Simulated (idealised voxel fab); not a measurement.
process module | voxel transistor to metal
cross-section cut | 145 nm wide | cells 5 nm
A cross-section is a grid of square cells, given in bands from the top down. A band is one or more rows of cells.
Each band's line starts with the height of the band's top and of its bottom, in nm. Then come its materials from left to right, each with its width in nm. One material with "throughout" fills the band from edge to edge. "air" is empty space.
Height 0 is the level under which the wafer as received is all one material. The lowest band goes on downwards, as in "0 down".
A width such as "30 to 40" changes by the same amount from each row of cells to the next, from the band's top row to its bottom row.
"no change" after a step means that no cell of the cross-section changed.
closed voids: empty space of 8 cells or more with no open way to the top, each as width x height at its distance from the left edge, in nm
after a step's settings: what the simulator itself notes on the step
overlay nm, on a step with a mask: how far to the right of its planned place the mask lay; to the left if negative
plan
1 op RECEIVE | material Si
2 op OXIDIZE | depth nm 5
3 op CONFORMAL_DEP | material SiN | thk nm 10
4 op DIRECTIONAL_DEP | material aC | thk nm 10
5 op PATTERN | tone cover | mask id ACTIVE | material resist | width nm 115 | thk nm 25 | overlay nm 0
6 op DIRECTIONAL_ETCH | etch materials aC | depth nm 10
7 op STRIP | etch materials resist
8 op DIRECTIONAL_ETCH | etch materials SiN | depth nm 10
9 op DIRECTIONAL_ETCH | etch materials SiO2 | depth nm 5
10 op DIRECTIONAL_ETCH | etch materials Si | depth nm 20
11 op STRIP | etch materials aC
12 op FILL_DEP | material SiO2 | thk nm 5
13 op CMP | height nm 10
14 op SELECTIVE_ETCH | etch materials SiO2 | depth nm 5
15 op STRIP | etch materials SiN
16 op SELECTIVE_ETCH | etch materials SiO2 | depth nm 5
17 op OXIDIZE | depth nm 5
18 op DIRECTIONAL_DEP | material polySi | thk nm 30
19 op DIRECTIONAL_DEP | material SiCN | thk nm 15
20 op PATTERN | tone cover | mask id GATE | material resist | width nm 25 | thk nm 20 | overlay nm 0
21 op DIRECTIONAL_ETCH | etch materials SiCN | depth nm 25
22 op DIRECTIONAL_ETCH | etch materials polySi | depth nm 40
23 op STRIP | etch materials resist
24 op CONFORMAL_DEP | material SiN | thk nm 5
25 op DIRECTIONAL_ETCH | etch materials SiN | depth nm 5
26 op DIRECTIONAL_ETCH | etch materials SiO2 | depth nm 5
27 op DIRECTIONAL_ETCH | etch materials Si | depth nm 10
28 op EPI | material pSi | thk nm 10
29 op FILL_DEP | material SiO2 | thk nm 5
30 op CMP | height nm 25
31 op STRIP | etch materials polySi
32 op SELECTIVE_ETCH | etch materials SiO2 | depth nm 5
33 op CONFORMAL_DEP | material HfO2 | thk nm 5
34 op CONFORMAL_DEP | material TiN | thk nm 5
35 op FILL_DEP | material W | thk nm 10
36 op CMP | height nm 20
37 op DIRECTIONAL_DEP | material SiO2 | thk nm 15
38 op DIRECTIONAL_DEP | material aC | thk nm 15
39 op PATTERN | tone open | mask id CONTACT | material resist | width nm 15 | pitch nm 75 | thk nm 35 | overlay nm 0
40 op DIRECTIONAL_ETCH | etch materials aC | depth nm 15
41 op STRIP | etch materials resist
42 op DIRECTIONAL_ETCH | etch materials SiO2 | depth nm 45
43 op STRIP | etch materials aC
44 op CONFORMAL_DEP | material TiN | thk nm 5
45 op FILL_DEP | material W | thk nm 10
46 op CMP | height nm 35
47 op CONFORMAL_DEP | material SiCN | thk nm 5
48 op DIRECTIONAL_DEP | material lowk | thk nm 15
49 op MASKED_ETCH | tone open | mask id METAL_1 | width nm 20 | pitch nm 75 | etch materials lowk | depth nm 15 | overlay nm 0
50 op MASKED_ETCH | tone open | mask id METAL_1 | width nm 20 | pitch nm 75 | etch materials SiCN | depth nm 5 | overlay nm 0
51 op CONFORMAL_DEP | material TiN | thk nm 5
52 op FILL_DEP | material Ru | thk nm 10
53 op CMP | height nm 55
54 op EPI | material Ru | thk nm 5
55 op FILL_DEP | material SiCN | thk nm 5
varied across the wafers: width nm of step 39. The plan shows the first wafer's value. All wafers start alike
first wafer as received, after step 1
  0 down: Si throughout
  closed voids: none
each wafer at the end: cells of each material gained (+) or lost (-) since it was received, then its closed voids
width nm 15 | +17 HfO2 | +24 Ru | -108 Si | +67 SiCN | +12 SiN | +173 SiO2 | +69 TiN | +20 W | +63 lowk | +40 pSi | closed voids: none
width nm 20 | +17 HfO2 | +24 Ru | -108 Si | +67 SiCN | +12 SiN | +155 SiO2 | +71 TiN | +36 W | +63 lowk | +40 pSi | closed voids: none
width nm 25 | +17 HfO2 | +24 Ru | -108 Si | +67 SiCN | +12 SiN | +139 SiO2 | +73 TiN | +50 W | +63 lowk | +40 pSi | closed voids: none
width nm 30 | +17 HfO2 | +24 Ru | -108 Si | +67 SiCN | +12 SiN | +123 SiO2 | +75 TiN | +64 W | +63 lowk | +40 pSi | closed voids: none
width nm 35 | +17 HfO2 | +24 Ru | -108 Si | +67 SiCN | +12 SiN | +107 SiO2 | +77 TiN | +78 W | +63 lowk | +40 pSi | closed voids: none
